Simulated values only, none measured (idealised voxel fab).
Process module name: voxel transistor to metal
This is section cut - it's 150 nm across, gridded in 5 nm square cells.
In this document a cross-section is written as a grid of square cells. It is given as a series of bands, listed from the top down, and a band is one or more rows of cells. A band entry consists of two parts. The first gives the height of the band's top and the height of its bottom, in nm. The rest lists the band's materials from left to right, each with its width in nm. A single material labelled with the word "everywhere" fills the band from edge to edge, and the word "air" marks empty space. Where do heights start? At 0: under that level the wafer as delivered is made of one material only. And the lowest band has no floor; it just carries on downward, as in "0..down". Graded width ("30 to 40"): value in top row of band = first number; value in bottom row = second number; row-to-row change constant. Key: "no modifications" - step with no changed cell in the cross-section. Heads up: "Voids lacking openings" only lists the empty pockets with no open path to the top that are 8 cells or more, and it writes them as width x height at distance, distance from the left edge, in nm. after a step's settings: what the simulator itself notes on the step. What "overlay nm" on a step's line means: if the step has a mask, that mask lay this far to the right of its planned place, or, when the value is negative, to the left.
Here's what the planned process steps look like
1: RECEIVE: material Si
2: CONFORMAL_DEP: material SiO2, thk nm 5
3: CONFORMAL_DEP: material SiN, thk nm 10
4: PATTERN: tone cover, mask id ACTIVE, material resist, width nm 90, thk nm 15, overlay nm 0
5: DIRECTIONAL_ETCH: etch materials SiN, depth nm 10
6: DIRECTIONAL_ETCH: etch materials SiO2, depth nm 5
7: DIRECTIONAL_ETCH: etch materials Si, depth nm 30
8: STRIP: etch materials resist
9: FILL_DEP: material SiO2, thk nm 5
10: CMP: height nm 15
11: SELECTIVE_ETCH: etch materials SiO2, depth nm 5
12: STRIP: etch materials SiN
13: SELECTIVE_ETCH: etch materials SiO2, depth nm 5
14: OXIDIZE: depth nm 5
15: DIRECTIONAL_DEP: material polySi, thk nm 30
16: DIRECTIONAL_DEP: material SiCN, thk nm 15
17: DIRECTIONAL_DEP: material aC, thk nm 15
18: PATTERN: tone cover, mask id GATE, material resist, width nm 20, thk nm 35, overlay nm 0
19: DIRECTIONAL_ETCH: etch materials aC, depth nm 15
20: STRIP: etch materials resist
21: DIRECTIONAL_ETCH: etch materials SiCN, depth nm 25
22: DIRECTIONAL_ETCH: etch materials polySi, depth nm 40
23: STRIP: etch materials aC
24: CONFORMAL_DEP: material SiN, thk nm 5
25: DIRECTIONAL_ETCH: etch materials SiN, depth nm 5
26: DIRECTIONAL_ETCH: etch materials SiO2, depth nm 5
27: DIRECTIONAL_ETCH: etch materials Si, depth nm 10
28: EPI: material SiGe, thk nm 15
29: FILL_DEP: material SiO2, thk nm 10
30: CMP: height nm 45
31: DIRECTIONAL_DEP: material SiO2, thk nm 15
32: DIRECTIONAL_DEP: material aC, thk nm 15
33: PATTERN: tone open, mask id CONTACT, material resist, width nm 15, pitch nm 65, thk nm 35, overlay nm 0
34: DIRECTIONAL_ETCH: etch materials aC, depth nm 15
35: STRIP: etch materials resist
36: DIRECTIONAL_ETCH: etch materials SiO2, depth nm 60
37: STRIP: etch materials aC
38: CONFORMAL_DEP: material TiN, thk nm 5
39: FILL_DEP: material Ru, thk nm 5
40: CMP: height nm 60
41: CONFORMAL_DEP: material SiN, thk nm 5
42: DIRECTIONAL_DEP: material SiO2, thk nm 25
43: MASKED_ETCH: tone open, mask id METAL_1, width nm 15, pitch nm 65, etch materials SiO2, depth nm 25, overlay nm -15
44: MASKED_ETCH: tone open, mask id METAL_1, width nm 15, pitch nm 65, etch materials SiN, depth nm 5, overlay nm 0
45: CONFORMAL_DEP: material TiN, thk nm 5
46: FILL_DEP: material Ru, thk nm 5
47: CMP: height nm 90
48: CONFORMAL_DEP: material SiCN, thk nm 5
What sets these wafers apart? The overlay nm at step 43. They all start alike, and the plan carries the first wafer's value.
Cut through the first of several wafers as received, post step 1
    0..down: Si everywhere
    Voids lacking openings: none
First of several wafers, sectioned at end of module (last step: step 48)
    95..90: SiCN everywhere
    90..70: SiO2 20 nm  TiN 5 nm  Ru 5 nm  TiN 5 nm  SiO2 50 nm  TiN 5 nm  Ru 5 nm  TiN 5 nm  SiO2 50 nm
    70..65: SiO2 20 nm  TiN 15 nm  SiO2 50 nm  TiN 15 nm  SiO2 50 nm
    65..60: SiN everywhere
    60..45: SiO2 35 nm  TiN 5 nm  Ru 5 nm  TiN 5 nm  SiO2 50 nm  TiN 5 nm  Ru 5 nm  TiN 5 nm  SiO2 35 nm
    45..30: SiO2 35 nm  TiN 5 nm  Ru 5 nm  TiN 5 nm  SiO2 10 nm  SiN 5 nm  SiCN 20 nm  SiN 5 nm  SiO2 10 nm  TiN 5 nm  Ru 5 nm  TiN 5 nm  SiO2 35 nm
    30..15: SiO2 35 nm  TiN 5 nm  Ru 5 nm  TiN 5 nm  SiO2 10 nm  SiN 5 nm  polySi 20 nm  SiN 5 nm  SiO2 10 nm  TiN 5 nm  Ru 5 nm  TiN 5 nm  SiO2 35 nm
    15..10: SiO2 35 nm  TiN 15 nm  SiO2 10 nm  SiN 5 nm  polySi 20 nm  SiN 5 nm  SiO2 10 nm  TiN 15 nm  SiO2 35 nm
    10..5: SiO2 35 nm  TiN 10 nm  SiGe 15 nm  SiN 5 nm  polySi 20 nm  SiN 5 nm  SiGe 15 nm  TiN 10 nm  SiO2 35 nm
    5..0: SiO2 25 nm  SiN 5 nm  SiO2 5 nm  TiN 10 nm  SiGe 15 nm  SiN 5 nm  polySi 20 nm  SiN 5 nm  SiGe 15 nm  TiN 10 nm  SiO2 5 nm  SiN 5 nm  SiO2 25 nm
    0..-5: SiO2 30 nm  SiGe 30 nm  SiO2 30 nm  SiGe 30 nm  SiO2 30 nm
    -5..-15: SiO2 30 nm  SiGe 30 nm  Si 30 nm  SiGe 30 nm  SiO2 30 nm
    -15..-30: SiO2 30 nm  Si 90 nm  SiO2 30 nm
    -30..down: Si everywhere
    Voids lacking openings: none
Of the several wafers, the last: cross-section at the end of the module
    95..90: SiCN everywhere
    90..70: SiO2 50 nm  TiN 5 nm  Ru 5 nm  TiN 5 nm  SiO2 50 nm  TiN 5 nm  Ru 5 nm  TiN 5 nm  SiO2 20 nm
    70..65: SiO2 50 nm  TiN 15 nm  SiO2 50 nm  TiN 15 nm  SiO2 20 nm
    65..60: SiN everywhere
    60..45: SiO2 35 nm  TiN 5 nm  Ru 5 nm  TiN 5 nm  SiO2 50 nm  TiN 5 nm  Ru 5 nm  TiN 5 nm  SiO2 35 nm
    45..30: SiO2 35 nm  TiN 5 nm  Ru 5 nm  TiN 5 nm  SiO2 10 nm  SiN 5 nm  SiCN 20 nm  SiN 5 nm  SiO2 10 nm  TiN 5 nm  Ru 5 nm  TiN 5 nm  SiO2 35 nm
    30..15: SiO2 35 nm  TiN 5 nm  Ru 5 nm  TiN 5 nm  SiO2 10 nm  SiN 5 nm  polySi 20 nm  SiN 5 nm  SiO2 10 nm  TiN 5 nm  Ru 5 nm  TiN 5 nm  SiO2 35 nm
    15..10: SiO2 35 nm  TiN 15 nm  SiO2 10 nm  SiN 5 nm  polySi 20 nm  SiN 5 nm  SiO2 10 nm  TiN 15 nm  SiO2 35 nm
    10..5: SiO2 35 nm  TiN 10 nm  SiGe 15 nm  SiN 5 nm  polySi 20 nm  SiN 5 nm  SiGe 15 nm  TiN 10 nm  SiO2 35 nm
    5..0: SiO2 25 nm  SiN 5 nm  SiO2 5 nm  TiN 10 nm  SiGe 15 nm  SiN 5 nm  polySi 20 nm  SiN 5 nm  SiGe 15 nm  TiN 10 nm  SiO2 5 nm  SiN 5 nm  SiO2 25 nm
    0..-5: SiO2 30 nm  SiGe 30 nm  SiO2 30 nm  SiGe 30 nm  SiO2 30 nm
    -5..-15: SiO2 30 nm  SiGe 30 nm  Si 30 nm  SiGe 30 nm  SiO2 30 nm
    -15..-30: SiO2 30 nm  Si 90 nm  SiO2 30 nm
    -30..down: Si everywhere
    Voids lacking openings: none
Each row below is a wafer at the end of the module, listing for every material the number of cells it has gained (+) or lost (-) since it was received, followed by its closed voids
overlay nm -15; +26 Ru; -114 Si; +42 SiCN; +48 SiGe; +50 SiN; +422 SiO2; +72 TiN; +24 polySi; Voids lacking openings: none
overlay nm -10; +26 Ru; -114 Si; +42 SiCN; +48 SiGe; +48 SiN; +422 SiO2; +74 TiN; +24 polySi; Voids lacking openings: none
overlay nm -5; +26 Ru; -114 Si; +42 SiCN; +48 SiGe; +46 SiN; +422 SiO2; +76 TiN; +24 polySi; Voids lacking openings: none
overlay nm 0; +28 Ru; -114 Si; +42 SiCN; +48 SiGe; +44 SiN; +422 SiO2; +76 TiN; +24 polySi; Voids lacking openings: none
overlay nm 5; +26 Ru; -114 Si; +42 SiCN; +48 SiGe; +46 SiN; +422 SiO2; +76 TiN; +24 polySi; Voids lacking openings: none
overlay nm 10; +26 Ru; -114 Si; +42 SiCN; +48 SiGe; +48 SiN; +422 SiO2; +74 TiN; +24 polySi; Voids lacking openings: none
overlay nm 15; +26 Ru; -114 Si; +42 SiCN; +48 SiGe; +50 SiN; +422 SiO2; +72 TiN; +24 polySi; Voids lacking openings: none
